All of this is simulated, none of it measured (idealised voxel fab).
The following is a process module called voxel ribs on slabs.
Cross-sectional view cut (width: 175 nm; square cell size: 5 nm).
Throughout this document, each cross-section is represented as a grid of square cells and is presented as a sequence of bands enumerated from the top downward, where a band comprises one or more rows of cells.
A band entry consists of two parts. The first gives the height of the band's top and the height of its bottom, in nm. The rest lists the band's materials from left to right, each with its width in nm. A single material labelled with the word "everywhere" fills the band from edge to edge, and the word "blank" marks empty space.
Zero point of the height axis is 0; under it, received wafer = one material. Lowest band: continues down indefinitely, "0 nm and below".
Top row gets the first number, bottom row gets the second, and each row in between changes by the same step: that is how a band width like "30 to 40" works.
Given "nothing got changed" for a step, no cell of the cross-section differs between before and after that step.
If an empty space has no open way to the top and is at least 8 cells in size, "Enclosed cavity list" lists it, written width x height at distance, where distance is measured from the left edge and every value is in nm.
Note: text after step settings on the step line = simulator remark on that step.
"overlay nm" denotes, for a step that has a mask, the displacement of the mask to the right of its planned place, with negative values corresponding to the left.
PLANNED PROCESS STEPS
| 1 | RECEIVE, material Si |
| 2 | DIRECTIONAL_DEP, material SiO2, thk nm 20 |
| 3 | DIRECTIONAL_DEP, material SiN, thk nm 15 |
| 4 | DIRECTIONAL_DEP, material aC, thk nm 10 |
| 5 | PATTERN, tone cover, mask id RIB, material resist, width nm 25, thk nm 25, overlay nm 0 |
| 6 | DIRECTIONAL_ETCH, etch materials aC, depth nm 10 |
| 7 | STRIP, etch materials resist |
| 8 | DIRECTIONAL_ETCH, etch materials SiN, depth nm 5 |
| 9 | STRIP, etch materials aC |
| 10 | MASKED_ETCH, tone cover, mask id SLAB, width nm 85, etch materials SiN, depth nm 10, overlay nm 0 |
| 11 | FILL_DEP, material SiO2, thk nm 25 |
| 12 | CMP, height nm 50 |
| 13 | DIRECTIONAL_DEP, material W, thk nm 5 |
| 14 | DIRECTIONAL_DEP, material aC, thk nm 10 |
| 15 | PATTERN, tone cover, mask id HEATER, material resist, width nm 35, thk nm 25, overlay nm 0 |
| 16 | DIRECTIONAL_ETCH, etch materials aC, depth nm 10 |
| 17 | STRIP, etch materials resist |
| 18 | DIRECTIONAL_ETCH, etch materials W, depth nm 5 |
| 19 | STRIP, etch materials aC |
| 20 | CONFORMAL_DEP, material SiO2, thk nm 5 |
STEP 1 COMPLETE: CROSS-SECTION OF THE WAFER AS RECEIVED
    0 nm and below  Si everywhere
    Enclosed cavity list: none
RUN AS PLANNED - FIRST OF THE TWO WAFERS CROSS-SECTIONED AT THE END OF THE MODULE
    60 nm to 55 nm  blank: 65 | SiO2: 45 | blank: 65
    55 nm to 50 nm  SiO2: 70 | W: 35 | SiO2: 70
    50 nm to 35 nm  SiO2 everywhere
    35 nm to 30 nm  SiO2: 75 | SiN: 25 | SiO2: 75
    30 nm to 20 nm  SiO2: 45 | SiN: 85 | SiO2: 45
    20 nm to 0 nm  SiO2 everywhere
    0 nm and below  Si everywhere
    Enclosed cavity list: none
HERE'S THE SECOND OF OUR TWO WAFERS SECTIONED AT MODULE END. SAME START AS THE FIRST, SAME PLAN, BUT ONE MISTAKE GOT MADE RUNNING IT
    60 nm to 55 nm  blank: 65 | SiO2: 45 | blank: 65
    55 nm to 50 nm  SiO2: 70 | W: 35 | SiO2: 70
    50 nm to 35 nm  SiO2 everywhere
    35 nm to 30 nm  SiO2: 75 | SiN: 25 | SiO2: 75
    30 nm to 20 nm  SiO2: 55 | SiN: 85 | SiO2: 35
    20 nm to 0 nm  SiO2 everywhere
    0 nm and below  Si everywhere
    Enclosed cavity list: none
Here's what went sideways: in deviation from the planned setting, step 10 was conducted as MASKED_ETCH, tone cover, mask id SLAB, width nm 85, etch materials SiN, depth nm 10, overlay nm 10
Same inventory, different map: at the end, the second wafer holds as many cells of each material as the first, placed elsewhere.
